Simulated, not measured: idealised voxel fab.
This section sets out a process module, namely voxel self aligned contacts.
Pictured: cross-section cut, 260 nm wide, on a grid of 5 nm square cells.
Bands, listed from the top down, are how a cross-section gets written in this document; the cross-section itself is a grid of square cells, and a band is one or more rows of them.
Top, bottom (nm), then materials left to right with widths (nm); lone material tagged "everywhere" fills the whole band edge to edge; "air" = empty space.
Heights from 0 (as-received wafer is one material below). Bottom band endless downward, as "top 0, no bottom".
A width given as "30..40" starts at the first number in the band's top row and ends at the second number in its bottom row, shifting by an equal amount at every step from row to row.
"remains unaltered" for a step: no cell of the cross-section changed in that step.
Listed in "closed voids": every empty space of 8 or more cells without an open way to the top. Form: width x height at distance, the distance being from the left edge, all in nm.
Where a step's line continues beyond its settings, the continuation is a remark by the simulator itself on that step.
Each step line may optionally specify "overlay nm", which for a step with a mask gives the rightward distance between the mask's planned place and where it lay, a negative value indicating the leftward direction.

## So here's the lineup of process steps we planned
- 1: RECEIVE [material Si]
- 2: CONFORMAL_DEP [material SiO2] [thk nm 5]
- 3: DIRECTIONAL_DEP [material polySi] [thk nm 20]
- 4: DIRECTIONAL_DEP [material SiN] [thk nm 20]
- 5: DIRECTIONAL_DEP [material aC] [thk nm 10]
- 6: PATTERN [tone cover] [mask id GATE] [material resist] [width nm 30] [pitch nm 70] [thk nm 25] [overlay nm 0]
- 7: DIRECTIONAL_ETCH [etch materials aC] [depth nm 10]
- 8: STRIP [etch materials resist]
- 9: DIRECTIONAL_ETCH [etch materials SiN] [depth nm 20]
- 10: DIRECTIONAL_ETCH [etch materials polySi] [depth nm 20]
- 11: STRIP [etch materials aC]
- 12: CONFORMAL_DEP [material SiN] [thk nm 10]
- 13: DIRECTIONAL_ETCH [etch materials SiN] [depth nm 10]
- 14: FILL_DEP [material SiO2] [thk nm 20]
- 15: CMP [height nm 55]
- 16: MASKED_ETCH [tone open] [mask id CONTACT] [width nm 40] [pitch nm 70] [etch materials SiO2] [depth nm 55] [overlay nm 0]
- 17: CONFORMAL_DEP [material TiN] [thk nm 5]
- 18: FILL_DEP [material W] [thk nm 5]
- 19: CMP [height nm 55]
- 20: CONFORMAL_DEP [material SiN] [thk nm 5]
Keep in mind the plan's value for the width nm of step 16 comes from the first wafer; the wafers don't share that setting, but they do share the same starting point.

## As received, i.e. after step 1: cross-section through the first of several wafers
top 0, no bottom  Si everywhere
closed voids: none

## Post step 20, the closing step of the module: first of several wafers, cross-sectioned
top 60, bottom 55  SiN everywhere
top 55, bottom 45  SiO2: 75, then TiN: 5..15, then W: 30..10, then TiN: 5..15, then SiO2: 30, then TiN: 5..15, then W: 30..10, then TiN: 5..15, then SiO2: 75
top 45, bottom 25  SiO2: 35, then SiN: 50, then TiN: 5, then W: 10, then TiN: 5, then SiN: 50, then TiN: 5, then W: 10, then TiN: 5, then SiN: 50, then SiO2: 35
top 25, bottom 5  SiO2: 35, then SiN: 10, then polySi: 30, then SiN: 10, then TiN: 5, then W: 10, then TiN: 5, then SiN: 10, then polySi: 30, then SiN: 10, then TiN: 5, then W: 10, then TiN: 5, then SiN: 10, then polySi: 30, then SiN: 10, then SiO2: 35
top 5, bottom 0  SiO2: 85, then TiN: 20, then SiO2: 50, then TiN: 20, then SiO2: 85
top 0, no bottom  Si everywhere
closed voids: none

## Cross-section at module completion, last wafer
top 60, bottom 55  SiN everywhere
top 55, bottom 45  SiO2: 70, then TiN: 5..20, then W: 45..10, then TiN: 5..25, then SiO2: 15, then TiN: 5..20, then W: 45..10, then TiN: 5..25, then SiO2: 65
top 45, bottom 25  SiO2: 35, then SiN: 50, then TiN: 5, then W: 10, then TiN: 5, then SiN: 50, then TiN: 5, then W: 10, then TiN: 5, then SiN: 50, then SiO2: 35
top 25, bottom 5  SiO2: 35, then SiN: 10, then polySi: 30, then SiN: 10, then TiN: 5, then W: 10, then TiN: 5, then SiN: 10, then polySi: 30, then SiN: 10, then TiN: 5, then W: 10, then TiN: 5, then SiN: 10, then polySi: 30, then SiN: 10, then SiO2: 35
top 5, bottom 0  SiO2: 85, then TiN: 20, then SiO2: 50, then TiN: 20, then SiO2: 85
top 0, no bottom  Si everywhere
closed voids: none

## Table: wafers, a row each; end-of-module cell change per material since receipt, gain (+), loss (-); then closed voids
width nm 40, +220 SiN, +228 SiO2, +56 TiN, +48 W, +72 polySi, closed voids: none
width nm 45, +220 SiN, +224 SiO2, +58 TiN, +50 W, +72 polySi, closed voids: none
width nm 50, +220 SiN, +220 SiO2, +60 TiN, +52 W, +72 polySi, closed voids: none
width nm 55, +220 SiN, +216 SiO2, +62 TiN, +54 W, +72 polySi, closed voids: none
